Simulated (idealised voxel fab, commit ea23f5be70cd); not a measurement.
The process module presented herein is designated voxel trench capacitor.
Shown is cross-section cut, with a width of 245 nm and square cells of size 5 nm.
In what follows, cross-sections appear as grids of square cells, described through bands that run from the top down, where every band is one or more rows of cells.
A band entry consists of two parts. The first gives the height of the band's top and the height of its bottom, in nm. The rest lists the band's materials from left to right, each with its width in nm. A single material labelled with the word "everywhere" fills the band from edge to edge, and the word "blank" marks empty space.
A quick word on heights: they are counted from 0, and under that level the wafer as it came to us is one material throughout. The lowest band is different from the rest in having no bottom; it simply continues downward, written as in "0 down".
Per-row width for "30..40": begins at first number (top row of band), ends at second number (bottom row), increment between rows held constant.
You'll sometimes find "nothing changed" written for a step, and that's the way of saying that nowhere in the cross-section did a cell change during that step.
In the "Closed voids list" entry, you get each enclosed empty space of 8 cells or more, one with no open way to the top, written width x height at distance, distance from the left edge, in nm.
Read whatever lies past the settings on a step's line as the simulator's own remark about the step.
"overlay nm", when on a step's line for a step with a mask, measures how far to the right of its planned place the mask lay; a negative measure means to the left.
So the way this works: pairs, before and after one process step. The after picture only goes down to the lowest band that actually changed, nothing below. Step and its settings are under each pair. And watch out, pairs might come from different runs of this module, same starting wafer though, so a pair only follows on from the one above if its "Preceding state" entry tells you so.
# Preceding state
	0 down: Si everywhere
	Closed voids list: none
# Post-Step Section View
	10 to 0: SiN everywhere
	Everything under 0 stays put, no change at all.
	Closed voids list: none
Can you name the step between the two cross-sections above? It is CONFORMAL_DEP with material SiN, thk nm 10
Preceding state: see the after view in the pair directly above.
# Post-Step Section View
	10 to 0: 70 of SiN, then 15 of blank, then 15 of SiN, then 15 of blank, then 15 of SiN, then 15 of blank, then 15 of SiN, then 15 of blank, then 70 of SiN
	Everything under 0 stays put, no change at all.
	Closed voids list: none
Can you name the step between the two cross-sections above? It is MASKED_ETCH with tone open, mask id TRENCH, width nm 15, pitch nm 30, etch materials SiN, depth nm 10, overlay nm 0
Preceding state: see the after view in the pair directly above.
# Post-Step Section View
	10 to 0: 70 of SiN, then 15 of blank, then 15 of SiN, then 15 of blank, then 15 of SiN, then 15 of blank, then 15 of SiN, then 15 of blank, then 70 of SiN
	0 to -30: 70 of Si, then 15 of blank, then 15 of Si, then 15 of blank, then 15 of Si, then 15 of blank, then 15 of Si, then 15 of blank, then 70 of Si
	Everything under -30 stays put, no change at all.
	Closed voids list: none
Can you name the step between the two cross-sections above? It is MASKED_ETCH with tone open, mask id TRENCH, width nm 15, pitch nm 30, etch materials Si, depth nm 30, overlay nm 0
Preceding state: see the after view in the pair directly above.
# Post-Step Section View
	15 to 10: 75 of Al2O3, then 5 of blank, then 25 of Al2O3, then 5 of blank, then 25 of Al2O3, then 5 of blank, then 25 of Al2O3, then 5 of blank, then 75 of Al2O3
	10 to 0: 70 of SiN, then 5 of Al2O3, then 5 of blank, then 5 of Al2O3, then 15 of SiN, then 5 of Al2O3, then 5 of blank, then 5 of Al2O3, then 15 of SiN, then 5 of Al2O3, then 5 of blank, then 5 of Al2O3, then 15 of SiN, then 5 of Al2O3, then 5 of blank, then 5 of Al2O3, then 70 of SiN
	0 to -25: 70 of Si, then 5 of Al2O3, then 5 of blank, then 5 of Al2O3, then 15 of Si, then 5 of Al2O3, then 5 of blank, then 5 of Al2O3, then 15 of Si, then 5 of Al2O3, then 5 of blank, then 5 of Al2O3, then 15 of Si, then 5 of Al2O3, then 5 of blank, then 5 of Al2O3, then 70 of Si
	-25 to -30: 70 of Si, then 15 of Al2O3, then 15 of Si, then 15 of Al2O3, then 15 of Si, then 15 of Al2O3, then 15 of Si, then 15 of Al2O3, then 70 of Si
	Everything under -30 stays put, no change at all.
	Closed voids list: none
Can you name the step between the two cross-sections above? It is CONFORMAL_DEP with material Al2O3, thk nm 5
Preceding state: see the after view in the pair directly above.
# Post-Step Section View
	20 to 15: polySi everywhere
	15 to 10: 75 of Al2O3, then 5 of polySi, then 25 of Al2O3, then 5 of polySi, then 25 of Al2O3, then 5 of polySi, then 25 of Al2O3, then 5 of polySi, then 75 of Al2O3
	10 to 0: 70 of SiN, then 5 of Al2O3, then 5 of polySi, then 5 of Al2O3, then 15 of SiN, then 5 of Al2O3, then 5 of polySi, then 5 of Al2O3, then 15 of SiN, then 5 of Al2O3, then 5 of polySi, then 5 of Al2O3, then 15 of SiN, then 5 of Al2O3, then 5 of polySi, then 5 of Al2O3, then 70 of SiN
	0 to -25: 70 of Si, then 5 of Al2O3, then 5 of polySi, then 5 of Al2O3, then 15 of Si, then 5 of Al2O3, then 5 of polySi, then 5 of Al2O3, then 15 of Si, then 5 of Al2O3, then 5 of polySi, then 5 of Al2O3, then 15 of Si, then 5 of Al2O3, then 5 of polySi, then 5 of Al2O3, then 70 of Si
	Everything under -25 stays put, no change at all.
	Closed voids list: none
Can you name the step between the two cross-sections above? It is FILL_DEP with material polySi, thk nm 5
Preceding state: see the after view in the pair directly above.
# Post-Step Section View
	10 to 0: 70 of SiN, then 5 of Al2O3, then 5 of polySi, then 5 of Al2O3, then 15 of SiN, then 5 of Al2O3, then 5 of polySi, then 5 of Al2O3, then 15 of SiN, then 5 of Al2O3, then 5 of polySi, then 5 of Al2O3, then 15 of SiN, then 5 of Al2O3, then 5 of polySi, then 5 of Al2O3, then 70 of SiN
	Everything under 0 stays put, no change at all.
	Closed voids list: none
Can you name the step between the two cross-sections above? It is CMP with height nm 10
# Preceding state
	0 down: Si everywhere
	Closed voids list: none
# Post-Step Section View
	0 to -30: 70 of Si, then 15 of blank, then 15 of Si, then 15 of blank, then 15 of Si, then 15 of blank, then 15 of Si, then 15 of blank, then 70 of Si
	Everything under -30 stays put, no change at all.
	Closed voids list: none
Can you name the step between the two cross-sections above? It is MASKED_ETCH with tone open, mask id TRENCH, width nm 15, pitch nm 30, etch materials Si, depth nm 30, overlay nm 0
Preceding state: see the after view in the pair directly above.
# Post-Step Section View
	5 to 0: 75 of Al2O3, then 5 of blank, then 25 of Al2O3, then 5 of blank, then 25 of Al2O3, then 5 of blank, then 25 of Al2O3, then 5 of blank, then 75 of Al2O3
	0 to -25: 70 of Si, then 5 of Al2O3, then 5 of blank, then 5 of Al2O3, then 15 of Si, then 5 of Al2O3, then 5 of blank, then 5 of Al2O3, then 15 of Si, then 5 of Al2O3, then 5 of blank, then 5 of Al2O3, then 15 of Si, then 5 of Al2O3, then 5 of blank, then 5 of Al2O3, then 70 of Si
	-25 to -30: 70 of Si, then 15 of Al2O3, then 15 of Si, then 15 of Al2O3, then 15 of Si, then 15 of Al2O3, then 15 of Si, then 15 of Al2O3, then 70 of Si
	Everything under -30 stays put, no change at all.
	Closed voids list: none
Can you name the step between the two cross-sections above? It is CONFORMAL_DEP with material Al2O3, thk nm 5
Preceding state: see the after view in the pair directly above.
# Post-Step Section View
	10 to 5: polySi everywhere
	5 to 0: 75 of Al2O3, then 5 of polySi, then 25 of Al2O3, then 5 of polySi, then 25 of Al2O3, then 5 of polySi, then 25 of Al2O3, then 5 of polySi, then 75 of Al2O3
	0 to -25: 70 of Si, then 5 of Al2O3, then 5 of polySi, then 5 of Al2O3, then 15 of Si, then 5 of Al2O3, then 5 of polySi, then 5 of Al2O3, then 15 of Si, then 5 of Al2O3, then 5 of polySi, then 5 of Al2O3, then 15 of Si, then 5 of Al2O3, then 5 of polySi, then 5 of Al2O3, then 70 of Si
	Everything under -25 stays put, no change at all.
	Closed voids list: none
Can you name the step between the two cross-sections above? It is FILL_DEP with material polySi, thk nm 5
# Preceding state
	10 to 0: 70 of SiN, then 15 of blank, then 15 of SiN, then 15 of blank, then 15 of SiN, then 15 of blank, then 15 of SiN, then 15 of blank, then 70 of SiN
	0 to -30: 70 of Si, then 15 of blank, then 15 of Si, then 15 of blank, then 15 of Si, then 15 of blank, then 15 of Si, then 15 of blank, then 70 of Si
	-30 down: Si everywhere
	Closed voids list: none
# Post-Step Section View
	10 to 0: 70 of SiN, then 15 of blank, then 15 of SiN, then 15 of blank, then 15 of SiN, then 15 of blank, then 15 of SiN, then 15 of blank, then 70 of SiN
	0 to -60: 70 of Si, then 15 of blank, then 15 of Si, then 15 of blank, then 15 of Si, then 15 of blank, then 15 of Si, then 15 of blank, then 70 of Si
	Everything under -60 stays put, no change at all.
	Closed voids list: none
Can you name the step between the two cross-sections above? It is MASKED_ETCH with tone open, mask id TRENCH, width nm 15, pitch nm 30, etch materials Si, depth nm 30, overlay nm 0
Preceding state: see the after view in the pair directly above.
# Post-Step Section View
	15 to 10: 75 of Al2O3, then 5 of blank, then 25 of Al2O3, then 5 of blank, then 25 of Al2O3, then 5 of blank, then 25 of Al2O3, then 5 of blank, then 75 of Al2O3
	10 to 0: 70 of SiN, then 5 of Al2O3, then 5 of blank, then 5 of Al2O3, then 15 of SiN, then 5 of Al2O3, then 5 of blank, then 5 of Al2O3, then 15 of SiN, then 5 of Al2O3, then 5 of blank, then 5 of Al2O3, then 15 of SiN, then 5 of Al2O3, then 5 of blank, then 5 of Al2O3, then 70 of SiN
	0 to -55: 70 of Si, then 5 of Al2O3, then 5 of blank, then 5 of Al2O3, then 15 of Si, then 5 of Al2O3, then 5 of blank, then 5 of Al2O3, then 15 of Si, then 5 of Al2O3, then 5 of blank, then 5 of Al2O3, then 15 of Si, then 5 of Al2O3, then 5 of blank, then 5 of Al2O3, then 70 of Si
	-55 to -60: 70 of Si, then 15 of Al2O3, then 15 of Si, then 15 of Al2O3, then 15 of Si, then 15 of Al2O3, then 15 of Si, then 15 of Al2O3, then 70 of Si
	Everything under -60 stays put, no change at all.
	Closed voids list: none
Can you name the step between the two cross-sections above? It is CONFORMAL_DEP with material Al2O3, thk nm 5
Preceding state: see the after view in the pair directly above.
# Post-Step Section View
	20 to 15: polySi everywhere
	15 to 10: 75 of Al2O3, then 5 of polySi, then 25 of Al2O3, then 5 of polySi, then 25 of Al2O3, then 5 of polySi, then 25 of Al2O3, then 5 of polySi, then 75 of Al2O3
	10 to 0: 70 of SiN, then 5 of Al2O3, then 5 of polySi, then 5 of Al2O3, then 15 of SiN, then 5 of Al2O3, then 5 of polySi, then 5 of Al2O3, then 15 of SiN, then 5 of Al2O3, then 5 of polySi, then 5 of Al2O3, then 15 of SiN, then 5 of Al2O3, then 5 of polySi, then 5 of Al2O3, then 70 of SiN
	0 to -55: 70 of Si, then 5 of Al2O3, then 5 of polySi, then 5 of Al2O3, then 15 of Si, then 5 of Al2O3, then 5 of polySi, then 5 of Al2O3, then 15 of Si, then 5 of Al2O3, then 5 of polySi, then 5 of Al2O3, then 15 of Si, then 5 of Al2O3, then 5 of polySi, then 5 of Al2O3, then 70 of Si
	Everything under -55 stays put, no change at all.
	Closed voids list: none
Can you name the step between the two cross-sections above? It is FILL_DEP with material polySi, thk nm 5
Preceding state: see the after view in the pair directly above.
# Post-Step Section View
	10 to 0: 70 of SiN, then 5 of Al2O3, then 5 of polySi, then 5 of Al2O3, then 15 of SiN, then 5 of Al2O3, then 5 of polySi, then 5 of Al2O3, then 15 of SiN, then 5 of Al2O3, then 5 of polySi, then 5 of Al2O3, then 15 of SiN, then 5 of Al2O3, then 5 of polySi, then 5 of Al2O3, then 70 of SiN
	Everything under 0 stays put, no change at all.
	Closed voids list: none
Can you name the step between the two cross-sections above? It is CMP with height nm 10
# Preceding state
	20 to 15: polySi everywhere
	15 to 10: 75 of Al2O3, then 5 of polySi, then 25 of Al2O3, then 5 of polySi, then 25 of Al2O3, then 5 of polySi, then 25 of Al2O3, then 5 of polySi, then 75 of Al2O3
	10 to 0: 70 of SiN, then 5 of Al2O3, then 5 of polySi, then 5 of Al2O3, then 15 of SiN, then 5 of Al2O3, then 5 of polySi, then 5 of Al2O3, then 15 of SiN, then 5 of Al2O3, then 5 of polySi, then 5 of Al2O3, then 15 of SiN, then 5 of Al2O3, then 5 of polySi, then 5 of Al2O3, then 70 of SiN
	0 to -25: 70 of Si, then 5 of Al2O3, then 5 of polySi, then 5 of Al2O3, then 15 of Si, then 5 of Al2O3, then 5 of polySi, then 5 of Al2O3, then 15 of Si, then 5 of Al2O3, then 5 of polySi, then 5 of Al2O3, then 15 of Si, then 5 of Al2O3, then 5 of polySi, then 5 of Al2O3, then 70 of Si
	-25 to -30: 70 of Si, then 15 of Al2O3, then 15 of Si, then 15 of Al2O3, then 15 of Si, then 15 of Al2O3, then 15 of Si, then 15 of Al2O3, then 70 of Si
	-30 down: Si everywhere
	Closed voids list: none
# Post-Step Section View
	0 to -25: 70 of Si, then 5 of Al2O3, then 5 of polySi, then 5 of Al2O3, then 15 of Si, then 5 of Al2O3, then 5 of polySi, then 5 of Al2O3, then 15 of Si, then 5 of Al2O3, then 5 of polySi, then 5 of Al2O3, then 15 of Si, then 5 of Al2O3, then 5 of polySi, then 5 of Al2O3, then 70 of Si
	Everything under -25 stays put, no change at all.
	Closed voids list: none
Can you name the step between the two cross-sections above? It is CMP with height nm 0
# Preceding state
	10 to 0: SiN everywhere
	0 down: Si everywhere
	Closed voids list: none
# Post-Step Section View
	10 to 0: 60 of SiN, then 15 of blank, then 15 of SiN, then 15 of blank, then 15 of SiN, then 15 of blank, then 15 of SiN, then 15 of blank, then 80 of SiN
	Everything under 0 stays put, no change at all.
	Closed voids list: none
Can you name the step between the two cross-sections above? It is MASKED_ETCH with tone open, mask id TRENCH, width nm 15, pitch nm 30, etch materials SiN, depth nm 10, overlay nm -10
Preceding state: see the after view in the pair directly above.
# Post-Step Section View
	10 to 0: 60 of SiN, then 15 of blank, then 15 of SiN, then 15 of blank, then 15 of SiN, then 15 of blank, then 15 of SiN, then 15 of blank, then 80 of SiN
	0 to -30: 70 of Si, then 5 of blank, then 25 of Si, then 5 of blank, then 25 of Si, then 5 of blank, then 25 of Si, then 5 of blank, then 80 of Si
	Everything under -30 stays put, no change at all.
	Closed voids list: none
Can you name the step between the two cross-sections above? It is MASKED_ETCH with tone open, mask id TRENCH, width nm 15, pitch nm 30, etch materials Si, depth nm 30, overlay nm 0
Preceding state: see the after view in the pair directly above.
# Post-Step Section View
	15 to 10: 65 of Al2O3, then 5 of blank, then 25 of Al2O3, then 5 of blank, then 25 of Al2O3, then 5 of blank, then 25 of Al2O3, then 5 of blank, then 85 of Al2O3
	10 to 5: 60 of SiN, then 5 of Al2O3, then 5 of blank, then 5 of Al2O3, then 15 of SiN, then 5 of Al2O3, then 5 of blank, then 5 of Al2O3, then 15 of SiN, then 5 of Al2O3, then 5 of blank, then 5 of Al2O3, then 15 of SiN, then 5 of Al2O3, then 5 of blank, then 5 of Al2O3, then 80 of SiN
	5 to 0: 60 of SiN, then 15 of Al2O3, then 15 of SiN, then 15 of Al2O3, then 15 of SiN, then 15 of Al2O3, then 15 of SiN, then 15 of Al2O3, then 80 of SiN
	0 to -30: 70 of Si, then 5 of Al2O3, then 25 of Si, then 5 of Al2O3, then 25 of Si, then 5 of Al2O3, then 25 of Si, then 5 of Al2O3, then 80 of Si
	Everything under -30 stays put, no change at all.
	Closed voids list: none
Can you name the step between the two cross-sections above? It is CONFORMAL_DEP with material Al2O3, thk nm 5
Preceding state: see the after view in the pair directly above.
# Post-Step Section View
	20 to 15: polySi everywhere
	15 to 10: 65 of Al2O3, then 5 of polySi, then 25 of Al2O3, then 5 of polySi, then 25 of Al2O3, then 5 of polySi, then 25 of Al2O3, then 5 of polySi, then 85 of Al2O3
	10 to 5: 60 of SiN, then 5 of Al2O3, then 5 of polySi, then 5 of Al2O3, then 15 of SiN, then 5 of Al2O3, then 5 of polySi, then 5 of Al2O3, then 15 of SiN, then 5 of Al2O3, then 5 of polySi, then 5 of Al2O3, then 15 of SiN, then 5 of Al2O3, then 5 of polySi, then 5 of Al2O3, then 80 of SiN
	Everything under 5 stays put, no change at all.
	Closed voids list: none
Can you name the step between the two cross-sections above? It is FILL_DEP with material polySi, thk nm 5
Preceding state: see the after view in the pair directly above.
# Post-Step Section View
	10 to 5: 60 of SiN, then 5 of Al2O3, then 5 of polySi, then 5 of Al2O3, then 15 of SiN, then 5 of Al2O3, then 5 of polySi, then 5 of Al2O3, then 15 of SiN, then 5 of Al2O3, then 5 of polySi, then 5 of Al2O3, then 15 of SiN, then 5 of Al2O3, then 5 of polySi, then 5 of Al2O3, then 80 of SiN
	Everything under 5 stays put, no change at all.
	Closed voids list: none
Can you name the step between the two cross-sections above? It is CMP with height nm 10
# Preceding state
	10 to 0: 70 of SiN, then 15 of blank, then 15 of SiN, then 15 of blank, then 15 of SiN, then 15 of blank, then 15 of SiN, then 15 of blank, then 70 of SiN
	0 to -30: 70 of Si, then 15 of blank, then 15 of Si, then 15 of blank, then 15 of Si, then 15 of blank, then 15 of Si, then 15 of blank, then 70 of Si
	-30 down: Si everywhere
	Closed voids list: none
# Post-Step Section View
	15 to 0: 75 of SiN, then 5 of blank, then 25 of SiN, then 5 of blank, then 25 of SiN, then 5 of blank, then 25 of SiN, then 5 of blank, then 75 of SiN
	0 to -25: 70 of Si, then 5 of SiN, then 5 of blank, then 5 of SiN, then 15 of Si, then 5 of SiN, then 5 of blank, then 5 of SiN, then 15 of Si, then 5 of SiN, then 5 of blank, then 5 of SiN, then 15 of Si, then 5 of SiN, then 5 of blank, then 5 of SiN, then 70 of Si
	-25 to -30: 70 of Si, then 15 of SiN, then 15 of Si, then 15 of SiN, then 15 of Si, then 15 of SiN, then 15 of Si, then 15 of SiN, then 70 of Si
	Everything under -30 stays put, no change at all.
	Closed voids list: none
Can you name the step between the two cross-sections above? It is CONFORMAL_DEP with material SiN, thk nm 5
Preceding state: see the after view in the pair directly above.
# Post-Step Section View
	20 to 15: polySi everywhere
	15 to 0: 75 of SiN, then 5 of polySi, then 25 of SiN, then 5 of polySi, then 25 of SiN, then 5 of polySi, then 25 of SiN, then 5 of polySi, then 75 of SiN
	0 to -25: 70 of Si, then 5 of SiN, then 5 of polySi, then 5 of SiN, then 15 of Si, then 5 of SiN, then 5 of polySi, then 5 of SiN, then 15 of Si, then 5 of SiN, then 5 of polySi, then 5 of SiN, then 15 of Si, then 5 of SiN, then 5 of polySi, then 5 of SiN, then 70 of Si
	Everything under -25 stays put, no change at all.
	Closed voids list: none
Can you name the step between the two cross-sections above? It is FILL_DEP with material polySi, thk nm 5
Preceding state: see the after view in the pair directly above.
# Post-Step Section View
	10 to 0: 75 of SiN, then 5 of polySi, then 25 of SiN, then 5 of polySi, then 25 of SiN, then 5 of polySi, then 25 of SiN, then 5 of polySi, then 75 of SiN
	Everything under 0 stays put, no change at all.
	Closed voids list: none
Can you name the step between the two cross-sections above? It is CMP with height nm 10
# Preceding state
	10 to 0: SiN everywhere
	0 down: Si everywhere
	Closed voids list: none
# Post-Step Section View
	10 to 0: 70 of blank, then 15 of SiN, then 15 of blank, then 15 of SiN, then 15 of blank, then 15 of SiN, then 15 of blank, then 15 of SiN, then 70 of blank
	Everything under 0 stays put, no change at all.
	Closed voids list: none
Can you name the step between the two cross-sections above? It is MASKED_ETCH with tone cover, mask id TRENCH, width nm 15, pitch nm 30, etch materials SiN, depth nm 10, overlay nm 0
Preceding state: see the after view in the pair directly above.
# Post-Step Section View
	15 to 10: 65 of blank, then 25 of Al2O3, then 5 of blank, then 25 of Al2O3, then 5 of blank, then 25 of Al2O3, then 5 of blank, then 25 of Al2O3, then 65 of blank
	10 to 5: 65 of blank, then 5 of Al2O3, then 15 of SiN, then 5 of Al2O3, then 5 of blank, then 5 of Al2O3, then 15 of SiN, then 5 of Al2O3, then 5 of blank, then 5 of Al2O3, then 15 of SiN, then 5 of Al2O3, then 5 of blank, then 5 of Al2O3, then 15 of SiN, then 5 of Al2O3, then 65 of blank
	5 to 0: 70 of Al2O3, then 15 of SiN, then 15 of Al2O3, then 15 of SiN, then 15 of Al2O3, then 15 of SiN, then 15 of Al2O3, then 15 of SiN, then 70 of Al2O3
	Everything under 0 stays put, no change at all.
	Closed voids list: none
Can you name the step between the two cross-sections above? It is CONFORMAL_DEP with material Al2O3, thk nm 5
Preceding state: see the after view in the pair directly above.
# Post-Step Section View
	20 to 15: polySi everywhere
	15 to 10: 65 of polySi, then 25 of Al2O3, then 5 of polySi, then 25 of Al2O3, then 5 of polySi, then 25 of Al2O3, then 5 of polySi, then 25 of Al2O3, then 65 of polySi
	10 to 5: 65 of polySi, then 5 of Al2O3, then 15 of SiN, then 5 of Al2O3, then 5 of polySi, then 5 of Al2O3, then 15 of SiN, then 5 of Al2O3, then 5 of polySi, then 5 of Al2O3, then 15 of SiN, then 5 of Al2O3, then 5 of polySi, then 5 of Al2O3, then 15 of SiN, then 5 of Al2O3, then 65 of polySi
	Everything under 5 stays put, no change at all.
	Closed voids list: none
Can you name the step between the two cross-sections above? It is FILL_DEP with material polySi, thk nm 5
Preceding state: see the after view in the pair directly above.
# Post-Step Section View
	10 to 5: 65 of polySi, then 5 of Al2O3, then 15 of SiN, then 5 of Al2O3, then 5 of polySi, then 5 of Al2O3, then 15 of SiN, then 5 of Al2O3, then 5 of polySi, then 5 of Al2O3, then 15 of SiN, then 5 of Al2O3, then 5 of polySi, then 5 of Al2O3, then 15 of SiN, then 5 of Al2O3, then 65 of polySi
	Everything under 5 stays put, no change at all.
	Closed voids list: none
Can you name the step between the two cross-sections above? It is CMP with height nm 10
